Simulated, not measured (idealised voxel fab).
Presented below is a process module, voxel gate over fins.
Cross-section cut spans 220 nm and uses square cells 5 nm in size.
Reading order for cross-sections: top band down to bottom band. Underlying form: a grid of square cells. Band size: one or more rows of cells. This entry defines a band. It first specifies the height of the band's top and the height of its bottom in nm, and then specifies the band's materials from left to right, stating each material with its width in nm. The word "throughout" identifies a single material that fills the band from edge to edge, while the word "blank" identifies empty space. Where do heights start? At 0: under that level the wafer as delivered is made of one material only. And the lowest band has no floor; it just carries on downward, as in "0 nm and below". Top row gets the first number, bottom row gets the second, and each row in between changes by the same step: that is how a band width like "30 to 40" works. You'll sometimes find "stayed the same" written for a step, and that's the way of saying that nowhere in the cross-section did a cell change during that step. The entry titled "Listed closed voids" provides the empty spaces that have no open way to the top, restricted to those of 8 cells or more. Each is presented as width x height at distance, the distance being measured from the left edge, with all three in nm. Past the settings on a step's line: simulator remark, on that step. overlay nm: mask offset rightward from planned place, masked step; negative means leftward offset.
THE PROCESS STEPS THAT WERE PLANNED ARE LISTED BELOW
1) RECEIVE with material Si
2) CONFORMAL_DEP with material SiN, thk nm 5
3) DIRECTIONAL_DEP with material aC, thk nm 10
4) PATTERN with tone cover, mask id FINS, material resist, width nm 15, pitch nm 40, thk nm 25, overlay nm 0
5) DIRECTIONAL_ETCH with etch materials aC, depth nm 10
6) STRIP with etch materials resist
7) DIRECTIONAL_ETCH with etch materials SiN, depth nm 5
8) DIRECTIONAL_ETCH with etch materials Si, depth nm 40
9) STRIP with etch materials aC
10) OXIDIZE with depth nm 5
11) FILL_DEP with material SiO2, thk nm 5
12) CMP with height nm 5
13) SELECTIVE_ETCH with etch materials SiO2, depth nm 15
14) STRIP with etch materials SiN
15) CONFORMAL_DEP with material HfO2, thk nm 5
16) CONFORMAL_DEP with material TiN, thk nm 5
17) CONFORMAL_DEP with material TiAl, thk nm 5
18) CONFORMAL_DEP with material TiN, thk nm 5
19) FILL_DEP with material W, thk nm 10
20) CMP with height nm 25
21) CONFORMAL_DEP with material SiCN, thk nm 10
CROSS-SECTION, INCOMING MATERIAL, AFTER STEP 1
    0 nm and below  Si throughout
    Listed closed voids: none
THIS IS HOW THE WAFER LOOKS IN CROSS-SECTION ONCE THE MODULE IS DONE, GIVEN THE STARTING STATE AND PLAN ABOVE AND ONE MISTAKE IN CARRYING THE PLAN OUT
    35 nm to 25 nm  SiCN throughout
    25 nm to 20 nm  W throughout
    20 nm to 15 nm  W: 25 | TiN: 165 | W: 30
    15 nm to 10 nm  W: 25 | TiN: 5 | W: 35 | TiN: 5 | W: 35 | TiN: 5 | W: 35 | TiN: 5 | W: 35 | TiN: 5 | W: 30
    10 nm to 5 nm  TiN: 30 | W: 5 | TiN: 25 | W: 5 | TiN: 5 | W: 5 | TiN: 25 | W: 5 | TiN: 5 | W: 5 | TiN: 25 | W: 5 | TiN: 5 | W: 5 | TiN: 25 | W: 5 | TiN: 35
    5 nm to 0 nm  W: 35 | TiN: 5 | HfO2: 15 | TiN: 5 | W: 15 | TiN: 5 | HfO2: 15 | TiN: 5 | W: 15 | TiN: 5 | HfO2: 15 | TiN: 5 | W: 15 | TiN: 5 | HfO2: 15 | TiN: 5 | W: 40
    0 nm to -5 nm  TiN: 40 | HfO2: 5 | Si: 5 | HfO2: 5 | TiN: 25 | HfO2: 5 | Si: 5 | HfO2: 5 | TiN: 25 | HfO2: 5 | Si: 5 | HfO2: 5 | TiN: 25 | HfO2: 5 | Si: 5 | HfO2: 5 | TiN: 45
    -5 nm to -10 nm  HfO2: 45 | Si: 5 | HfO2: 35 | Si: 5 | HfO2: 35 | Si: 5 | HfO2: 35 | Si: 5 | HfO2: 50
    -10 nm to -45 nm  SiO2: 45 | Si: 5 | SiO2: 35 | Si: 5 | SiO2: 35 | Si: 5 | SiO2: 35 | Si: 5 | SiO2: 50
    -45 nm and below  Si throughout
    Listed closed voids: none
What was the processing mistake? step 17 ran with different settings than intended, the actual operation and settings being CONFORMAL_DEP with material W, thk nm 5
